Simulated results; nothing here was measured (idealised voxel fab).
The process module presented herein is designated voxel released beams.
Pictured: cross-section cut, 205 nm wide, on a grid of 5 nm square cells.
If you're reading a cross-section in this doc, picture square cells in a grid; it comes to you as bands, top ones listed first down to the bottom, and a band can be one or more rows of cells. Read a band's entry like this: the first values are the height of its top and the height of its bottom in nm, and what follows is the sequence of materials from left to right, each with its width in nm. Note that "empty" is empty space, and that a single material marked "edge to edge" reaches across the band from edge to edge. Below 0: as-received wafer, all one material; heights counted from there. Lowest band: no bottom, goes on down, written "0 and below". The two numbers in a width such as "30->40" mark its ends across the band: the first belongs to the top row of cells, the second to the bottom row, and from each row to the next the width moves by the same amount. "remained unchanged" means the step left every cell of the cross-section as it was. Enclosed voids (no open way to top), threshold 8 cells or more, entry "Closed cavities", notation width x height at distance, distance from left edge, nm. Step line, after settings: the simulator's comment on this step. If you see "overlay nm" on a step's line and that step has a mask, it's telling you how far right of where it was planned the mask ended up; a negative number means it went left instead.

Process steps foreseen in the plan
| 1 | RECEIVE, material Si |
| 2 | CONFORMAL_DEP, material Al2O3, thk nm 10 |
| 3 | DIRECTIONAL_DEP, material SiO2, thk nm 15 |
| 4 | DIRECTIONAL_DEP, material aC, thk nm 10 |
| 5 | PATTERN, tone open, mask id ANCHOR, material resist, width nm 30, thk nm 30, overlay nm 0 |
| 6 | DIRECTIONAL_ETCH, etch materials aC, depth nm 10 |
| 7 | STRIP, etch materials resist |
| 8 | DIRECTIONAL_ETCH, etch materials SiO2, depth nm 15 |
| 9 | STRIP, etch materials aC |
| 10 | CONFORMAL_DEP, material SiN, thk nm 10 |
| 11 | PATTERN, tone cover, mask id BEAM, material resist, width nm 100, thk nm 20, overlay nm -15 |
| 12 | DIRECTIONAL_ETCH, etch materials SiN, depth nm 10 |
| 13 | STRIP, etch materials resist |
| 14 | STRIP, etch materials SiO2 |
varied across the wafers: overlay nm of step 11. The plan shows the first wafer's value. All wafers start alike

Cross-section of the first incoming wafer of several, state after step 1
  0 and below  Si edge to edge
  Closed cavities: none

Here is the cross-section of the first of several wafers at the end of the module, after its last step, step 14
  35 down to 25  35 nm empty; 30 nm SiN; 10 nm empty; 60 nm SiN; 70 nm empty
  25 down to 20  55 nm empty; 10 nm SiN; 10 nm empty; 10 nm SiN; 120 nm empty
  20 down to 10  55 nm empty; 30 nm SiN; 120 nm empty
  10 down to 0  Al2O3 edge to edge
  0 and below  Si edge to edge
  Closed cavities: none

Last wafer x-sec, end of module
  35 down to 25  75 nm empty; 90 nm SiN; 40 nm empty
  25 down to 20  55 nm empty; 10 nm SiN; 10 nm empty; 10 nm SiN; 120 nm empty
  20 down to 10  55 nm empty; 30 nm SiN; 120 nm empty
  10 down to 0  Al2O3 edge to edge
  0 and below  Si edge to edge
  Closed cavities: none

each wafer at the end: cells of each material gained (+) or lost (-) since it was received, then its closed voids
overlay nm -15, +82 Al2O3, +52 SiN, Closed cavities: none
overlay nm -10, +82 Al2O3, +52 SiN, Closed cavities: none
overlay nm -5, +82 Al2O3, +52 SiN, Closed cavities: none
overlay nm 0, +82 Al2O3, +52 SiN, Closed cavities: none
overlay nm 5, +82 Al2O3, +52 SiN, Closed cavities: none
overlay nm 10, +82 Al2O3, +52 SiN, Closed cavities: none
overlay nm 15, +82 Al2O3, +52 SiN, Closed cavities: none
